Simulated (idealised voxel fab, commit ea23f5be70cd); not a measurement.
The document below concerns the process module designated voxel gate over fins.
cross-section cut | 255 nm wide | cells 5 nm
Cross-section, as written here: a square-cell grid given band by band from the top down, where a band holds one or more rows of cells. Top, bottom (nm), then materials left to right with widths (nm); lone material tagged "all across" fills the whole band edge to edge; "blank" = empty space. Height is counted from the level 0, under which the received wafer is composed throughout of one material. The lowest of the bands is not closed at the bottom but continues downward, in the notation "0 -> down". Width: "30->40" (first number = top row, second number = bottom row, same change from row to row of cells). A step reported as "remained the same" is a step in which no cell of the cross-section changed. The list in "Fully enclosed voids" covers empty spaces of 8 cells or more that cannot reach the top through any open way, and it gives each as width x height at distance; the distance is from the left edge, and width, height and distance are in nm. after a step's settings: what the simulator itself notes on the step. A step's line can hold "overlay nm"; with a mask on that step, the setting says how far right of the planned place the mask lay, while a negative setting says it lay to the left.
PLAN
1. RECEIVE with material Si
2. CONFORMAL_DEP with material SiN, thk nm 10
3. PATTERN with tone cover, mask id FINS, material resist, width nm 15, pitch nm 35, thk nm 15, overlay nm 0
4. DIRECTIONAL_ETCH with etch materials SiN, depth nm 10
5. DIRECTIONAL_ETCH with etch materials Si, depth nm 30
6. STRIP with etch materials resist
7. FILL_DEP with material SiO2, thk nm 5
8. CMP with height nm 10
9. SELECTIVE_ETCH with etch materials SiO2, depth nm 25
10. STRIP with etch materials SiN
11. CONFORMAL_DEP with material HfO2, thk nm 5
12. CONFORMAL_DEP with material TiN, thk nm 5
13. CONFORMAL_DEP with material TiAl, thk nm 5
14. CONFORMAL_DEP with material TiN, thk nm 5
15. FILL_DEP with material W, thk nm 15
16. CMP with height nm 30
17. CONFORMAL_DEP with material SiN, thk nm 10
HERE'S WHAT THE WAFER LOOKED LIKE IN CROSS-SECTION WHEN IT ARRIVED - THAT'S AFTER STEP 1
  0 -> down | Si all across
  Fully enclosed voids: none
THE FIRST OF THE TWO WAFERS AS SEEN IN CROSS-SECTION ONCE THE MODULE WAS FINISHED; PROCESSING FOLLOWED THE PLAN
  40 -> 30 | SiN all across
  30 -> 20 | W all across
  20 -> 15 | W 45 nm, TiN 160 nm, W 50 nm
  15 -> 10 | W 45 nm, TiN 5 nm, TiAl 150 nm, TiN 5 nm, W 50 nm
  10 -> 5 | W 45 nm, TiN 5 nm, TiAl 5 nm, TiN 140 nm, TiAl 5 nm, TiN 5 nm, W 50 nm
  5 -> 0 | TiN 50 nm, TiAl 5 nm, TiN 5 nm, HfO2 25 nm, TiN 10 nm, HfO2 25 nm, TiN 10 nm, HfO2 25 nm, TiN 10 nm, HfO2 25 nm, TiN 5 nm, TiAl 5 nm, TiN 55 nm
  0 -> -5 | TiAl 55 nm, TiN 5 nm, HfO2 5 nm, Si 15 nm, HfO2 5 nm, TiN 10 nm, HfO2 5 nm, Si 15 nm, HfO2 5 nm, TiN 10 nm, HfO2 5 nm, Si 15 nm, HfO2 5 nm, TiN 10 nm, HfO2 5 nm, Si 15 nm, HfO2 5 nm, TiN 5 nm, TiAl 60 nm
  -5 -> -10 | TiN 60 nm, HfO2 5 nm, Si 15 nm, HfO2 5 nm, TiN 10 nm, HfO2 5 nm, Si 15 nm, HfO2 5 nm, TiN 10 nm, HfO2 5 nm, Si 15 nm, HfO2 5 nm, TiN 10 nm, HfO2 5 nm, Si 15 nm, HfO2 5 nm, TiN 65 nm
  -10 -> -15 | HfO2 65 nm, Si 15 nm, HfO2 20 nm, Si 15 nm, HfO2 20 nm, Si 15 nm, HfO2 20 nm, Si 15 nm, HfO2 70 nm
  -15 -> -30 | SiO2 65 nm, Si 15 nm, SiO2 20 nm, Si 15 nm, SiO2 20 nm, Si 15 nm, SiO2 20 nm, Si 15 nm, SiO2 70 nm
  -30 -> down | Si all across
  Fully enclosed voids: none
WAFER TWO CROSS-SECTION, MODULE END. START AND PLAN UNCHANGED FROM WAFER ONE; ONE MISTAKE MADE DURING THE RUN
  40 -> 30 | SiN all across
  30 -> 20 | W all across
  20 -> 15 | W 45 nm, TiAl 160 nm, W 50 nm
  15 -> 5 | W 45 nm, TiAl 5 nm, TiN 150 nm, TiAl 5 nm, W 50 nm
  5 -> 0 | TiAl 50 nm, TiN 10 nm, HfO2 25 nm, TiN 10 nm, HfO2 25 nm, TiN 10 nm, HfO2 25 nm, TiN 10 nm, HfO2 25 nm, TiN 10 nm, TiAl 55 nm
  0 -> -10 | TiN 60 nm, HfO2 5 nm, Si 15 nm, HfO2 5 nm, TiN 10 nm, HfO2 5 nm, Si 15 nm, HfO2 5 nm, TiN 10 nm, HfO2 5 nm, Si 15 nm, HfO2 5 nm, TiN 10 nm, HfO2 5 nm, Si 15 nm, HfO2 5 nm, TiN 65 nm
  -10 -> -15 | HfO2 65 nm, Si 15 nm, HfO2 20 nm, Si 15 nm, HfO2 20 nm, Si 15 nm, HfO2 20 nm, Si 15 nm, HfO2 70 nm
  -15 -> -30 | SiO2 65 nm, Si 15 nm, SiO2 20 nm, Si 15 nm, SiO2 20 nm, Si 15 nm, SiO2 20 nm, Si 15 nm, SiO2 70 nm
  -30 -> down | Si all across
  Fully enclosed voids: none
Misprocessing identified: transposition of steps 13 and 14 relative to the planned sequence
The concluding comparison shows that, measured in cells, each material is equally abundant on both wafers, albeit at different positions.
